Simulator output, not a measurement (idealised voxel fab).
process module | voxel double patterning
cross-section cut | 250 nm wide | cells 5 nm
A cross-section is a grid of square cells, given in bands from the top down. A band is one or more rows of cells.
Each band's line starts with the height of the band's top and of its bottom, in nm. Then come its materials from left to right, each with its width in nm. One material with "throughout" fills the band from edge to edge. "air" is empty space.
Height 0 is the level under which the wafer as received is all one material. The lowest band goes on downwards, as in "0 down".
A width such as "30 to 40" changes by the same amount from each row of cells to the next, from the band's top row to its bottom row.
"no change" after a step means that no cell of the cross-section changed.
closed voids: empty space of 8 cells or more with no open way to the top, each as width x height at its distance from the left edge, in nm
after a step's settings: what the simulator itself notes on the step
overlay nm, on a step with a mask: how far to the right of its planned place the mask lay; to the left if negative
plan
1 op RECEIVE | material Si
2 op CONFORMAL_DEP | material SiO2 | thk nm 5
3 op DIRECTIONAL_DEP | material polySi | thk nm 10
4 op DIRECTIONAL_DEP | material SiCN | thk nm 10
5 op DIRECTIONAL_DEP | material aC | thk nm 10
6 op PATTERN | tone open | mask id FIRST | material resist | width nm 15 | pitch nm 50 | thk nm 25 | overlay nm 0
7 op DIRECTIONAL_ETCH | etch materials aC | depth nm 10
8 op STRIP | etch materials resist
9 op DIRECTIONAL_ETCH | etch materials SiCN | depth nm 10
10 op STRIP | etch materials aC
11 op PATTERN | tone open | mask id SECOND | material resist | width nm 15 | pitch nm 50 | thk nm 20 | overlay nm 0
12 op DIRECTIONAL_ETCH | etch materials SiCN | depth nm 10
13 op STRIP | etch materials resist
14 op DIRECTIONAL_ETCH | etch materials polySi | depth nm 10
15 op STRIP | etch materials SiCN
as received, after step 1
  0 down: Si throughout
  closed voids: none
a wafer at the end: this start, this plan, one mistake
  10 to 0: polySi 65 | air 15 | polySi 10 | air 15 | polySi 10 | air 15 | polySi 10 | air 15 | polySi 10 | air 15 | polySi 70
  0 down: Si throughout
  closed voids: none
what went wrong: step 2 was left out
